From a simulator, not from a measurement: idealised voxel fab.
Process module under the name voxel transistor to metal
Section shown: cut. Width: 280 nm. Cell size: 5 nm, square.
How to read a cross-section here: the picture is a grid of square cells, written as bands going from the top down, and any band can span one or more rows of cells.
Heights first: top, then bottom, in nm. Then materials, left to right, each with a width in nm. "edge to edge" on a single material: fills the band edge to edge. "empty": empty space.
Ref level 0: as-received wafer is one material below here. Bottom band extends down with no lower bound ("z 0 and below").
Read "30 to 40" as a graded width: first number on top, second number at the bottom, same change between each pair of neighbouring rows.
No cell of the cross-section changed in a step that is given as "nothing altered".
If an empty space has no open way to the top and is at least 8 cells in size, "Closed void catalog" lists it, written width x height at distance, where distance is measured from the left edge and every value is in nm.
On each step's line, the part that comes after the settings is the simulator's own comment on the step.
Among the settings permitted on a step's line is "overlay nm"; applied to a step with a mask, it specifies the extent to which the mask lay to the right of its planned position, whereas a negative figure signifies a position to the left.
[Here's what the planned process steps look like]
- 1: RECEIVE: material Si
- 2: OXIDIZE: depth nm 5
- 3: CONFORMAL_DEP: material SiN, thk nm 15
- 4: DIRECTIONAL_DEP: material aC, thk nm 10
- 5: PATTERN: tone cover, mask id ACTIVE, material resist, width nm 100, pitch nm 125, thk nm 30, overlay nm 0
- 6: DIRECTIONAL_ETCH: etch materials aC, depth nm 10
- 7: STRIP: etch materials resist
- 8: DIRECTIONAL_ETCH: etch materials SiN, depth nm 15
- 9: DIRECTIONAL_ETCH: etch materials SiO2, depth nm 5
- 10: DIRECTIONAL_ETCH: etch materials Si, depth nm 35
- 11: STRIP: etch materials aC
- 12: OXIDIZE: depth nm 5
- 13: FILL_DEP: material SiO2, thk nm 5
- 14: CMP: height nm 15
- 15: SELECTIVE_ETCH: etch materials SiO2, depth nm 15
- 16: STRIP: etch materials SiN
- 17: SELECTIVE_ETCH: etch materials SiO2, depth nm 5
- 18: OXIDIZE: depth nm 5
- 19: DIRECTIONAL_DEP: material polySi, thk nm 20
- 20: DIRECTIONAL_DEP: material SiCN, thk nm 15
- 21: DIRECTIONAL_DEP: material aC, thk nm 10
- 22: PATTERN: tone cover, mask id GATE, material resist, width nm 20, pitch nm 125, thk nm 30, overlay nm 0
- 23: DIRECTIONAL_ETCH: etch materials aC, depth nm 10
- 24: STRIP: etch materials resist
- 25: DIRECTIONAL_ETCH: etch materials SiCN, depth nm 25
- 26: DIRECTIONAL_ETCH: etch materials polySi, depth nm 30
- 27: STRIP: etch materials aC
- 28: CONFORMAL_DEP: material SiO2, thk nm 5
- 29: DIRECTIONAL_ETCH: etch materials SiO2, depth nm 5
- 30: CONFORMAL_DEP: material SiN, thk nm 10
- 31: DIRECTIONAL_ETCH: etch materials SiN, depth nm 10
- 32: DIRECTIONAL_ETCH: etch materials SiO2, depth nm 5
- 33: DIRECTIONAL_ETCH: etch materials Si, depth nm 5
- 34: EPI: material SiGe, thk nm 10
- 35: FILL_DEP: material SiO2, thk nm 10
- 36: CMP: height nm 30
- 37: DIRECTIONAL_DEP: material SiO2, thk nm 15
- 38: DIRECTIONAL_DEP: material aC, thk nm 15
- 39: PATTERN: tone open, mask id CONTACT, material resist, width nm 25, thk nm 35, overlay nm 0
- 40: DIRECTIONAL_ETCH: etch materials aC, depth nm 15
- 41: STRIP: etch materials resist
- 42: DIRECTIONAL_ETCH: etch materials SiO2, depth nm 50
- 43: STRIP: etch materials aC
- 44: CONFORMAL_DEP: material TiN, thk nm 5
- 45: FILL_DEP: material Ru, thk nm 10
- 46: CMP: height nm 45
- 47: DIRECTIONAL_DEP: material TiN, thk nm 5
- 48: DIRECTIONAL_DEP: material Ru, thk nm 15
- 49: DIRECTIONAL_DEP: material aC, thk nm 10
- 50: PATTERN: tone cover, mask id METAL_1, material resist, width nm 15, thk nm 25, overlay nm 0
- 51: DIRECTIONAL_ETCH: etch materials aC, depth nm 10
- 52: STRIP: etch materials resist
- 53: DIRECTIONAL_ETCH: etch materials Ru, depth nm 15
- 54: DIRECTIONAL_ETCH: etch materials TiN, depth nm 5
- 55: STRIP: etch materials aC
- 56: CONFORMAL_DEP: material SiCN, thk nm 5
- 57: FILL_DEP: material lowk, thk nm 10
- 58: CMP: height nm 65
- 59: CONFORMAL_DEP: material SiN, thk nm 5
[The cross-section here shows the wafer as received, i.e. in its state after step 1]
  z 0 and below  Si edge to edge
  Closed void catalog: none
[First of two wafers: cross-section at end of module, run per plan]
  z 70 to 65  SiN edge to edge
  z 65 to 50  lowk 30, then SiCN 5, then Ru 15, then SiCN 5, then lowk 40, then SiCN 5, then Ru 15, then SiCN 5, then lowk 35, then SiCN 5, then Ru 15, then SiCN 5, then lowk 40, then SiCN 5, then Ru 15, then SiCN 5, then lowk 35
  z 50 to 45  SiCN 35, then TiN 15, then SiCN 50, then TiN 15, then SiCN 45, then TiN 15, then SiCN 50, then TiN 15, then SiCN 40
  z 45 to 35  SiO2 35, then TiN 5, then Ru 15, then TiN 5, then SiO2 30, then TiN 5, then Ru 15, then TiN 5, then SiO2 45, then TiN 5, then Ru 15, then TiN 5, then SiO2 30, then TiN 5, then Ru 15, then TiN 5, then SiO2 40
  z 35 to 30  SiO2 35, then TiN 5, then Ru 5, then TiN 15, then SiO2 30, then TiN 15, then Ru 5, then TiN 5, then SiO2 45, then TiN 5, then Ru 5, then TiN 15, then SiO2 30, then TiN 15, then Ru 5, then TiN 5, then SiO2 40
  z 30 to 15  SiO2 35, then TiN 5, then Ru 5, then TiN 5, then SiN 10, then SiO2 5, then SiCN 20, then SiO2 5, then SiN 10, then TiN 5, then Ru 5, then TiN 5, then SiO2 45, then TiN 5, then Ru 5, then TiN 5, then SiN 10, then SiO2 5, then SiCN 20, then SiO2 5, then SiN 10, then TiN 5, then Ru 5, then TiN 5, then SiO2 40
  z 15 to 5  SiO2 35, then TiN 5, then Ru 5, then TiN 5, then SiN 10, then SiO2 5, then polySi 20, then SiO2 5, then SiN 10, then TiN 5, then Ru 5, then TiN 5, then SiO2 45, then TiN 5, then Ru 5, then TiN 5, then SiN 10, then SiO2 5, then polySi 20, then SiO2 5, then SiN 10, then TiN 5, then Ru 5, then TiN 5, then SiO2 40
  z 5 to 0  SiO2 35, then TiN 15, then SiN 10, then SiO2 5, then polySi 20, then SiO2 5, then SiN 10, then TiN 15, then SiO2 45, then TiN 15, then SiN 10, then SiO2 5, then polySi 20, then SiO2 5, then SiN 10, then TiN 15, then SiO2 40
  z 0 to -5  SiO2 35, then TiN 5, then SiGe 10, then SiN 10, then SiO2 5, then polySi 20, then SiO2 5, then SiN 10, then SiGe 10, then TiN 5, then SiO2 45, then TiN 5, then SiGe 10, then SiN 10, then SiO2 5, then polySi 20, then SiO2 5, then SiN 10, then SiGe 10, then TiN 5, then SiO2 40
  z -5 to -10  SiO2 25, then SiGe 25, then SiO2 50, then SiGe 25, then SiO2 25, then SiGe 25, then SiO2 50, then SiGe 25, then SiO2 30
  z -10 to -15  SiO2 30, then SiGe 20, then Si 50, then SiGe 20, then SiO2 35, then SiGe 20, then Si 50, then SiGe 20, then SiO2 35
  z -15 to -45  SiO2 30, then Si 90, then SiO2 35, then Si 90, then SiO2 35
  z -45 and below  Si edge to edge
  Closed void catalog: none
[Second of two wafers, module complete, sectioned: it shares the first wafer's start and plan but was run with one mistake]
  z 85 to 80  SiN edge to edge
  z 80 to 70  lowk edge to edge
  z 70 to 65  lowk 30, then SiCN 25, then lowk 40, then SiCN 25, then lowk 35, then SiCN 25, then lowk 40, then SiCN 25, then lowk 35
  z 65 to 50  lowk 30, then SiCN 5, then Ru 15, then SiCN 5, then lowk 40, then SiCN 5, then Ru 15, then SiCN 5, then lowk 35, then SiCN 5, then Ru 15, then SiCN 5, then lowk 40, then SiCN 5, then Ru 15, then SiCN 5, then lowk 35
  z 50 to 45  SiCN 35, then TiN 15, then SiCN 50, then TiN 15, then SiCN 45, then TiN 15, then SiCN 50, then TiN 15, then SiCN 40
  z 45 to 35  SiO2 35, then TiN 5, then Ru 15, then TiN 5, then SiO2 30, then TiN 5, then Ru 15, then TiN 5, then SiO2 45, then TiN 5, then Ru 15, then TiN 5, then SiO2 30, then TiN 5, then Ru 15, then TiN 5, then SiO2 40
  z 35 to 30  SiO2 35, then TiN 5, then Ru 5, then TiN 15, then SiO2 30, then TiN 15, then Ru 5, then TiN 5, then SiO2 45, then TiN 5, then Ru 5, then TiN 15, then SiO2 30, then TiN 15, then Ru 5, then TiN 5, then SiO2 40
  z 30 to 15  SiO2 35, then TiN 5, then Ru 5, then TiN 5, then SiN 10, then SiO2 5, then SiCN 20, then SiO2 5, then SiN 10, then TiN 5, then Ru 5, then TiN 5, then SiO2 45, then TiN 5, then Ru 5, then TiN 5, then SiN 10, then SiO2 5, then SiCN 20, then SiO2 5, then SiN 10, then TiN 5, then Ru 5, then TiN 5, then SiO2 40
  z 15 to 5  SiO2 35, then TiN 5, then Ru 5, then TiN 5, then SiN 10, then SiO2 5, then polySi 20, then SiO2 5, then SiN 10, then TiN 5, then Ru 5, then TiN 5, then SiO2 45, then TiN 5, then Ru 5, then TiN 5, then SiN 10, then SiO2 5, then polySi 20, then SiO2 5, then SiN 10, then TiN 5, then Ru 5, then TiN 5, then SiO2 40
  z 5 to 0  SiO2 35, then TiN 15, then SiN 10, then SiO2 5, then polySi 20, then SiO2 5, then SiN 10, then TiN 15, then SiO2 45, then TiN 15, then SiN 10, then SiO2 5, then polySi 20, then SiO2 5, then SiN 10, then TiN 15, then SiO2 40
  z 0 to -5  SiO2 35, then TiN 5, then SiGe 10, then SiN 10, then SiO2 5, then polySi 20, then SiO2 5, then SiN 10, then SiGe 10, then TiN 5, then SiO2 45, then TiN 5, then SiGe 10, then SiN 10, then SiO2 5, then polySi 20, then SiO2 5, then SiN 10, then SiGe 10, then TiN 5, then SiO2 40
  z -5 to -10  SiO2 25, then SiGe 25, then SiO2 50, then SiGe 25, then SiO2 25, then SiGe 25, then SiO2 50, then SiGe 25, then SiO2 30
  z -10 to -15  SiO2 30, then SiGe 20, then Si 50, then SiGe 20, then SiO2 35, then SiGe 20, then Si 50, then SiGe 20, then SiO2 35
  z -15 to -45  SiO2 30, then Si 90, then SiO2 35, then Si 90, then SiO2 35
  z -45 and below  Si edge to edge
  Closed void catalog: none
Deviation from plan: the plan's step 58 was left out and never carried out
Count the cells at the end and the second wafer has more or fewer of some materials than the first: +20 SiCN, +148 lowk
